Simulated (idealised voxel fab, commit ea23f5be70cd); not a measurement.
process module | voxel gate over fins
Xsec cut, 175 nm wide, square cell size 5 nm.
Think of the cross-section as a grid of square cells. We describe it in bands, top to bottom, and each band covers one or more rows of those cells.
For a band, the entry starts with two heights in nm, that of the top and then that of the bottom, and carries on with the band's materials in order from left to right, each alongside its width in nm; the word "full width" beside a single material means it fills the band edge to edge, and "air" means empty space.
Heights are measured from 0, the level below which the as-received wafer is all one material; the lowest band has no bottom and continues downward, written as in "0 nm and below".
Graded width ("30->40"): value in top row of band = first number; value in bottom row = second number; row-to-row change constant.
Any step labelled "nothing changed" changed none of the cells in the cross-section.
Voids not open to the top, 8 cells minimum: see "Voids, enclosed". Written width x height at distance; distance is from the left edge; nm.
What comes after the settings on a step's line is commentary from the simulator itself on that step.
overlay nm: where the mask lay relative to plan, measured to the right, on steps with a mask; negatives go left.
[Set out below are the planned steps of the process]
1. RECEIVE: material Si
2. CONFORMAL_DEP: material SiN, thk nm 5
3. DIRECTIONAL_DEP: material aC, thk nm 15
4. PATTERN: tone cover, mask id FINS, material resist, width nm 15, pitch nm 35, thk nm 35, overlay nm 0
5. DIRECTIONAL_ETCH: etch materials aC, depth nm 15
6. STRIP: etch materials resist
7. DIRECTIONAL_ETCH: etch materials SiN, depth nm 5
8. DIRECTIONAL_ETCH: etch materials Si, depth nm 30
9. STRIP: etch materials aC
10. FILL_DEP: material SiO2, thk nm 5
11. CMP: height nm 5
12. SELECTIVE_ETCH: etch materials SiO2, depth nm 20
13. STRIP: etch materials SiN
14. CONFORMAL_DEP: material HfO2, thk nm 5
15. CONFORMAL_DEP: material TiN, thk nm 5
16. FILL_DEP: material W, thk nm 10
17. CMP: height nm 15
18. CONFORMAL_DEP: material SiCN, thk nm 10
[Cross-section, incoming material, after step 1]
* 0 nm and below: Si full width
* Voids, enclosed: none
[End-of-module XS, first of two wafers, run as planned]
* 25 nm to 15 nm: SiCN full width
* 15 nm to 10 nm: W full width
* 10 nm to 5 nm: W 50 nm; TiN 70 nm; W 55 nm
* 5 nm to 0 nm: W 50 nm; TiN 5 nm; HfO2 25 nm; TiN 10 nm; HfO2 25 nm; TiN 5 nm; W 55 nm
* 0 nm to -5 nm: W 50 nm; TiN 5 nm; HfO2 5 nm; Si 15 nm; HfO2 5 nm; TiN 10 nm; HfO2 5 nm; Si 15 nm; HfO2 5 nm; TiN 5 nm; W 55 nm
* -5 nm to -10 nm: TiN 55 nm; HfO2 5 nm; Si 15 nm; HfO2 5 nm; TiN 10 nm; HfO2 5 nm; Si 15 nm; HfO2 5 nm; TiN 60 nm
* -10 nm to -15 nm: HfO2 60 nm; Si 15 nm; HfO2 20 nm; Si 15 nm; HfO2 65 nm
* -15 nm to -30 nm: SiO2 60 nm; Si 15 nm; SiO2 20 nm; Si 15 nm; SiO2 65 nm
* -30 nm and below: Si full width
* Voids, enclosed: none
[So this is wafer number two of the two, cut at the end of the module - it started where the first did and had the same plan, we just got one thing wrong running it]
* 25 nm to 15 nm: SiCN full width
* 15 nm to 10 nm: W full width
* 10 nm to 5 nm: W 50 nm; TiN 70 nm; W 55 nm
* 5 nm to 0 nm: TiN 55 nm; HfO2 25 nm; TiN 10 nm; HfO2 25 nm; TiN 60 nm
* 0 nm to -5 nm: HfO2 60 nm; Si 15 nm; HfO2 20 nm; Si 15 nm; HfO2 65 nm
* -5 nm to -30 nm: SiO2 60 nm; Si 15 nm; SiO2 20 nm; Si 15 nm; SiO2 65 nm
* -30 nm and below: Si full width
* Voids, enclosed: none
Plan not followed: step 12 did not use the planned setting and instead ran as SELECTIVE_ETCH: etch materials SiO2, depth nm 10
The final cell counts differ between the wafers, with the second having more or fewer of some materials than the first: -8 HfO2 | +58 SiO2 | -8 TiN | -42 W
